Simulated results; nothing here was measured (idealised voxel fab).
The process module that follows is named voxel self aligned contacts.
Cross-sectional view cut (width: 220 nm; square cell size: 5 nm).
Cross-section = grid of square cells, listed top down in bands; band = one or more rows.
Heights first: top, then bottom, in nm. Then materials, left to right, each with a width in nm. "all across" on a single material: fills the band edge to edge. "empty": empty space.
Heads up on the height convention: 0 is the point under which the incoming wafer is all one material, and the lowest band has no bottom, it just keeps going down, like "z 0 and below".
Per-row width for "30 to 40": begins at first number (top row of band), ends at second number (bottom row), increment between rows held constant.
Given "left unchanged" for a step, no cell of the cross-section differs between before and after that step.
Basically, "Voids, enclosed" tells you about the enclosed voids: empty spaces with no open way to the top, 8 cells or bigger, each written width x height at distance, where distance is from the left edge, all in nm.
Where a step's line continues beyond its settings, the continuation is a remark by the simulator itself on that step.
If you see "overlay nm" on a step's line and that step has a mask, it's telling you how far right of where it was planned the mask ended up; a negative number means it went left instead.

-- The process steps that were planned are listed below
- 1: RECEIVE with material Si
- 2: CONFORMAL_DEP with material SiO2, thk nm 5
- 3: DIRECTIONAL_DEP with material polySi, thk nm 25
- 4: DIRECTIONAL_DEP with material SiN, thk nm 25
- 5: DIRECTIONAL_DEP with material aC, thk nm 15
- 6: PATTERN with tone cover, mask id GATE, material resist, width nm 25, pitch nm 70, thk nm 30, overlay nm 0
- 7: DIRECTIONAL_ETCH with etch materials aC, depth nm 15
- 8: STRIP with etch materials resist
- 9: DIRECTIONAL_ETCH with etch materials SiN, depth nm 25
- 10: DIRECTIONAL_ETCH with etch materials polySi, depth nm 25
- 11: STRIP with etch materials aC
- 12: CONFORMAL_DEP with material SiN, thk nm 10
- 13: DIRECTIONAL_ETCH with etch materials SiN, depth nm 10
- 14: FILL_DEP with material SiO2, thk nm 20
- 15: CMP with height nm 65
- 16: PATTERN with tone open, mask id CONTACT, material resist, width nm 55, thk nm 20, overlay nm 0
- 17: DIRECTIONAL_ETCH with etch materials SiO2, depth nm 65
- 18: STRIP with etch materials resist
- 19: CONFORMAL_DEP with material TiN, thk nm 5
- 20: FILL_DEP with material W, thk nm 10
- 21: CMP with height nm 65
- 22: CONFORMAL_DEP with material SiN, thk nm 5

-- The first of the two wafers, which ran as planned

-- Cross-section of the wafer as it came to us, i.e., already through step 1
  z 0 and below: Si all across
  Voids, enclosed: none

-- You're looking at a cross-section of the wafer after step 2
  z 5 to 0: SiO2 all across
  Below a height of 0, the structure has not been altered.

-- You're looking at a cross-section of the wafer after step 3
  z 30 to 5: polySi all across
  Below a height of 5, the structure has not been altered.

-- You're looking at a cross-section of the wafer after step 4
  z 55 to 30: SiN all across
  Below a height of 30, the structure has not been altered.

-- You're looking at a cross-section of the wafer after step 5
  z 70 to 55: aC all across
  Below a height of 55, the structure has not been altered.

-- You're looking at a cross-section of the wafer after step 6
  z 100 to 70: empty 60 / resist 25 / empty 45 / resist 25 / empty 65
  Below a height of 70, the structure has not been altered.

-- You're looking at a cross-section of the wafer after step 7
  z 85 to 70: empty 60 / resist 25 / empty 45 / resist 25 / empty 65
  z 70 to 55: empty 60 / aC 25 / empty 45 / aC 25 / empty 65
  Below a height of 55, the structure has not been altered.

-- You're looking at a cross-section of the wafer after step 8
  z 70 to 55: empty 60 / aC 25 / empty 45 / aC 25 / empty 65
  Below a height of 55, the structure has not been altered.

-- You're looking at a cross-section of the wafer after step 9
  z 70 to 55: empty 60 / aC 25 / empty 45 / aC 25 / empty 65
  z 55 to 30: empty 60 / SiN 25 / empty 45 / SiN 25 / empty 65
  Below a height of 30, the structure has not been altered.

-- You're looking at a cross-section of the wafer after step 10
  z 70 to 55: empty 60 / aC 25 / empty 45 / aC 25 / empty 65
  z 55 to 30: empty 60 / SiN 25 / empty 45 / SiN 25 / empty 65
  z 30 to 5: empty 60 / polySi 25 / empty 45 / polySi 25 / empty 65
  Below a height of 5, the structure has not been altered.

-- You're looking at a cross-section of the wafer after step 11
  z 55 to 30: empty 60 / SiN 25 / empty 45 / SiN 25 / empty 65
  Below a height of 30, the structure has not been altered.

-- You're looking at a cross-section of the wafer after step 12
  z 65 to 30: empty 50 / SiN 45 / empty 25 / SiN 45 / empty 55
  z 30 to 15: empty 50 / SiN 10 / polySi 25 / SiN 10 / empty 25 / SiN 10 / polySi 25 / SiN 10 / empty 55
  z 15 to 5: SiN 60 / polySi 25 / SiN 45 / polySi 25 / SiN 65
  Below a height of 5, the structure has not been altered.

-- You're looking at a cross-section of the wafer after step 13
  z 55 to 30: empty 50 / SiN 45 / empty 25 / SiN 45 / empty 55
  z 30 to 5: empty 50 / SiN 10 / polySi 25 / SiN 10 / empty 25 / SiN 10 / polySi 25 / SiN 10 / empty 55
  Below a height of 5, the structure has not been altered.

-- You're looking at a cross-section of the wafer after step 14
  z 75 to 55: SiO2 all across
  z 55 to 30: SiO2 50 / SiN 45 / SiO2 25 / SiN 45 / SiO2 55
  z 30 to 5: SiO2 50 / SiN 10 / polySi 25 / SiN 10 / SiO2 25 / SiN 10 / polySi 25 / SiN 10 / SiO2 55
  Below a height of 5, the structure has not been altered.

-- You're looking at a cross-section of the wafer after step 15
  z 65 to 55: SiO2 all across
  Below a height of 55, the structure has not been altered.

-- You're looking at a cross-section of the wafer after step 16
  z 85 to 65: resist 80 / empty 55 / resist 85
  Below a height of 65, the structure has not been altered.

-- You're looking at a cross-section of the wafer after step 17
  z 85 to 65: resist 80 / empty 55 / resist 85
  z 65 to 55: SiO2 80 / empty 55 / SiO2 85
  z 55 to 30: SiO2 50 / SiN 45 / empty 25 / SiN 45 / SiO2 55
  z 30 to 5: SiO2 50 / SiN 10 / polySi 25 / SiN 10 / empty 25 / SiN 10 / polySi 25 / SiN 10 / SiO2 55
  z 5 to 0: SiO2 95 / empty 25 / SiO2 100
  Below a height of 0, the structure has not been altered.

-- You're looking at a cross-section of the wafer after step 18
  z 65 to 55: SiO2 80 / empty 55 / SiO2 85
  Below a height of 55, the structure has not been altered.

-- You're looking at a cross-section of the wafer after step 19
  z 70 to 65: TiN 85 / empty 45 / TiN 90
  z 65 to 55: SiO2 80 / TiN 5 to 20 / empty 45 to 15 / TiN 5 to 20 / SiO2 85
  z 55 to 30: SiO2 50 / SiN 45 / TiN 5 / empty 15 / TiN 5 / SiN 45 / SiO2 55
  z 30 to 5: SiO2 50 / SiN 10 / polySi 25 / SiN 10 / TiN 5 / empty 15 / TiN 5 / SiN 10 / polySi 25 / SiN 10 / SiO2 55
  z 5 to 0: SiO2 95 / TiN 25 / SiO2 100
  Below a height of 0, the structure has not been altered.

-- You're looking at a cross-section of the wafer after step 20
  z 80 to 70: W all across
  z 70 to 65: TiN 85 / W 45 / TiN 90
  z 65 to 55: SiO2 80 / TiN 5 to 20 / W 45 to 15 / TiN 5 to 20 / SiO2 85
  z 55 to 30: SiO2 50 / SiN 45 / TiN 5 / W 15 / TiN 5 / SiN 45 / SiO2 55
  z 30 to 5: SiO2 50 / SiN 10 / polySi 25 / SiN 10 / TiN 5 / W 15 / TiN 5 / SiN 10 / polySi 25 / SiN 10 / SiO2 55
  Below a height of 5, the structure has not been altered.

-- You're looking at a cross-section of the wafer after step 21
  z 65 to 55: SiO2 80 / TiN 5 to 20 / W 45 to 15 / TiN 5 to 20 / SiO2 85
  Below a height of 55, the structure has not been altered.

-- You're looking at a cross-section of the wafer after step 22
  z 70 to 65: SiN all across
  Below a height of 65, the structure has not been altered.

-- What follows concerns the second wafer, which started out like the first and was meant to follow the very same plan; one mistake crept in when it was run, but everything up to and including step 15 is the same as for the first wafer

-- Second wafer shown in cross-section at the time step 16 was slated to end
  z 85 to 65: empty 80 / resist 55 / empty 85
  Below a height of 65, the structure has not been altered.

-- Second wafer shown in cross-section at the time step 17 was slated to end
  z 85 to 65: empty 80 / resist 55 / empty 85
  z 65 to 55: empty 80 / SiO2 55 / empty 85
  z 55 to 30: empty 50 / SiN 45 / SiO2 25 / SiN 45 / empty 55
  z 30 to 5: empty 50 / SiN 10 / polySi 25 / SiN 10 / SiO2 25 / SiN 10 / polySi 25 / SiN 10 / empty 55
  z 5 to 0: empty 50 / SiO2 115 / empty 55
  Below a height of 0, the structure has not been altered.

-- Second wafer shown in cross-section at the time step 18 was slated to end
  z 65 to 55: empty 80 / SiO2 55 / empty 85
  Below a height of 55, the structure has not been altered.

-- Second wafer shown in cross-section at the time step 19 was slated to end
  z 70 to 65: empty 75 / TiN 65 / empty 80
  z 65 to 55: empty 75 to 45 / TiN 5 to 35 / SiO2 55 / TiN 5 to 35 / empty 80 to 50
  z 55 to 30: empty 45 / TiN 5 / SiN 45 / SiO2 25 / SiN 45 / TiN 5 / empty 50
  z 30 to 5: empty 45 / TiN 5 / SiN 10 / polySi 25 / SiN 10 / SiO2 25 / SiN 10 / polySi 25 / SiN 10 / TiN 5 / empty 50
  z 5 to 0: TiN 50 / SiO2 115 / TiN 55
  Below a height of 0, the structure has not been altered.

-- Second wafer shown in cross-section at the time step 20 was slated to end
  z 80 to 70: W all across
  z 70 to 65: W 75 / TiN 65 / W 80
  z 65 to 55: W 75 to 45 / TiN 5 to 35 / SiO2 55 / TiN 5 to 35 / W 80 to 50
  z 55 to 30: W 45 / TiN 5 / SiN 45 / SiO2 25 / SiN 45 / TiN 5 / W 50
  z 30 to 5: W 45 / TiN 5 / SiN 10 / polySi 25 / SiN 10 / SiO2 25 / SiN 10 / polySi 25 / SiN 10 / TiN 5 / W 50
  Below a height of 5, the structure has not been altered.

-- Second wafer shown in cross-section at the time step 21 was slated to end
  z 65 to 55: W 75 to 45 / TiN 5 to 35 / SiO2 55 / TiN 5 to 35 / W 80 to 50
  Below a height of 55, the structure has not been altered.

-- Second wafer shown in cross-section at the time step 22 was slated to end
  z 70 to 65: SiN all across
  Below a height of 65, the structure has not been altered.
So what did we get wrong on this run? it should be noted that step 16 was executed with settings other than those planned, the operation and settings actually applied being PATTERN with tone cover, mask id CONTACT, material resist, width nm 55, thk nm 20, overlay nm 0
In the final state, the cell counts of the second wafer exceed or fall short of those of the first for the following materials: 220 fewer of SiO2; 22 more of TiN; 198 more of W
